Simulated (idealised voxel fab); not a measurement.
Process module, titled voxel capacitor over wiring
Section shown: cut. Width: 145 nm. Cell size: 5 nm, square.
Cross-section layout: square cells on a grid; listed as bands, top to bottom; a band spans one or more cell rows. A band entry consists of two parts. The first gives the height of the band's top and the height of its bottom, in nm. The rest lists the band's materials from left to right, each with its width in nm. A single material labelled with the word "everywhere" fills the band from edge to edge, and the word "empty" marks empty space. Heights are measured from 0, the level below which the as-received wafer is all one material; the lowest band has no bottom and continues downward, written as in "0 nm and below". Width spec "30..40" -> top row of cells at first value, bottom row at second value, equal per-row change in between. "nothing changed" for a step: no cell of the cross-section changed in that step. Entry "Voids, fully enclosed" = empty spaces >= 8 cells with no open way to the top; each as width x height at distance, distance from left edge, all nm. Where a step's line continues beyond its settings, the continuation is a remark by the simulator itself on that step. Each step line may optionally specify "overlay nm", which for a step with a mask gives the rightward distance between the mask's planned place and where it lay, a negative value indicating the leftward direction.
Process steps foreseen in the plan:
| 1 | RECEIVE, material Si |
| 2 | CONFORMAL_DEP, material SiO2, thk nm 15 |
| 3 | DIRECTIONAL_DEP, material TiN, thk nm 5 |
| 4 | DIRECTIONAL_DEP, material Ru, thk nm 15 |
| 5 | PATTERN, tone cover, mask id METAL_1, material resist, width nm 25, pitch nm 75, thk nm 20, overlay nm -5 |
| 6 | DIRECTIONAL_ETCH, etch materials Ru, depth nm 15 |
| 7 | DIRECTIONAL_ETCH, etch materials TiN, depth nm 5 |
| 8 | STRIP, etch materials resist |
| 9 | FILL_DEP, material SiO2, thk nm 10 |
| 10 | CMP, height nm 35 |
| 11 | CONFORMAL_DEP, material SiCN, thk nm 5 |
| 12 | DIRECTIONAL_DEP, material SiO2, thk nm 10 |
| 13 | DIRECTIONAL_DEP, material aC, thk nm 15 |
| 14 | PATTERN, tone open, mask id PLUG_1, material resist, width nm 15, thk nm 30, overlay nm 0 |
| 15 | DIRECTIONAL_ETCH, etch materials aC, depth nm 15 |
| 16 | STRIP, etch materials resist |
| 17 | DIRECTIONAL_ETCH, etch materials SiO2, depth nm 10 |
| 18 | DIRECTIONAL_ETCH, etch materials SiCN, depth nm 5 |
| 19 | STRIP, etch materials aC |
| 20 | CONFORMAL_DEP, material TiN, thk nm 5 |
| 21 | FILL_DEP, material W, thk nm 5 |
| 22 | CMP, height nm 50 |
| 23 | DIRECTIONAL_DEP, material TiN, thk nm 5 |
| 24 | DIRECTIONAL_DEP, material Al2O3, thk nm 5 |
| 25 | DIRECTIONAL_DEP, material TiN, thk nm 10 |
| 26 | DIRECTIONAL_DEP, material aC, thk nm 10 |
| 27 | PATTERN, tone cover, mask id UPPER_PLATE, material resist, width nm 55, thk nm 25, overlay nm 0 |
| 28 | DIRECTIONAL_ETCH, etch materials aC, depth nm 10 |
| 29 | STRIP, etch materials resist |
| 30 | DIRECTIONAL_ETCH, etch materials TiN, depth nm 10 |
| 31 | DIRECTIONAL_ETCH, etch materials Al2O3, depth nm 5 |
| 32 | STRIP, etch materials aC |
| 33 | PATTERN, tone cover, mask id LOWER_PLATE, material resist, width nm 65, thk nm 15, overlay nm 0 |
| 34 | DIRECTIONAL_ETCH, etch materials TiN, depth nm 5 |
| 35 | STRIP, etch materials resist |
| 36 | FILL_DEP, material SiO2, thk nm 20 |
| 37 | CMP, height nm 85 |
| 38 | PATTERN, tone open, mask id PLUG_2, material resist, width nm 15, thk nm 20, overlay nm 0 |
| 39 | DIRECTIONAL_ETCH, etch materials SiO2, depth nm 15 |
| 40 | STRIP, etch materials resist |
| 41 | CONFORMAL_DEP, material TiN, thk nm 5 |
| 42 | FILL_DEP, material Ru, thk nm 5 |
| 43 | CMP, height nm 85 |
| 44 | CONFORMAL_DEP, material SiN, thk nm 5 |
What sets these wafers apart? The overlay nm at step 5. They all start alike, and the plan carries the first wafer's value.
First of several wafers (as received, post step 1), cross-sectional view:
    0 nm and below = Si everywhere
    Voids, fully enclosed: none
First wafer of several, cross-section, module end, after step 44 (last):
    90 nm to 85 nm = SiN everywhere
    85 nm to 75 nm = SiO2 40 | TiN 5 | Ru 5 | TiN 5 | SiO2 90
    75 nm to 70 nm = SiO2 40 | TiN 15 | SiO2 90
    70 nm to 60 nm = SiO2 30 | TiN 55 | SiO2 60
    60 nm to 55 nm = SiO2 30 | Al2O3 55 | SiO2 60
    55 nm to 50 nm = SiO2 25 | TiN 65 | SiO2 55
    50 nm to 40 nm = SiO2 30 | TiN 5 | W 5 | TiN 5 | SiO2 100
    40 nm to 35 nm = SiCN 30 | TiN 15 | SiCN 100
    35 nm to 20 nm = SiO2 15 | Ru 25 | SiO2 50 | Ru 25 | SiO2 30
    20 nm to 15 nm = SiO2 15 | TiN 25 | SiO2 50 | TiN 25 | SiO2 30
    15 nm to 0 nm = SiO2 everywhere
    0 nm and below = Si everywhere
    Voids, fully enclosed: none
Wafer cross-section (last wafer, module end):
    90 nm to 85 nm = SiN everywhere
    85 nm to 75 nm = SiO2 40 | TiN 5 | Ru 5 | TiN 5 | SiO2 90
    75 nm to 70 nm = SiO2 40 | TiN 15 | SiO2 90
    70 nm to 60 nm = SiO2 30 | TiN 55 | SiO2 60
    60 nm to 55 nm = SiO2 30 | Al2O3 55 | SiO2 60
    55 nm to 50 nm = SiO2 25 | TiN 65 | SiO2 55
    50 nm to 40 nm = SiO2 30 | TiN 5 | W 5 | TiN 5 | SiO2 100
    40 nm to 35 nm = SiCN 30 | TiN 15 | SiCN 100
    35 nm to 20 nm = SiO2 30 | Ru 25 | SiO2 50 | Ru 25 | SiO2 15
    20 nm to 15 nm = SiO2 30 | TiN 25 | SiO2 50 | TiN 25 | SiO2 15
    15 nm to 0 nm = SiO2 everywhere
    0 nm and below = Si everywhere
    Voids, fully enclosed: none
Every row in this table is a wafer at the end of the module, and it gives, for each of the materials, the cells that wafer has gained (+) or lost (-) since it was received, then its closed voids:
overlay nm -5, +11 Al2O3, +32 Ru, +26 SiCN, +29 SiN, +363 SiO2, +59 TiN, +2 W, Voids, fully enclosed: none
overlay nm 0, +11 Al2O3, +32 Ru, +26 SiCN, +29 SiN, +363 SiO2, +59 TiN, +2 W, Voids, fully enclosed: none
overlay nm 5, +11 Al2O3, +32 Ru, +26 SiCN, +29 SiN, +363 SiO2, +59 TiN, +2 W, Voids, fully enclosed: none
overlay nm 10, +11 Al2O3, +32 Ru, +26 SiCN, +29 SiN, +363 SiO2, +59 TiN, +2 W, Voids, fully enclosed: none
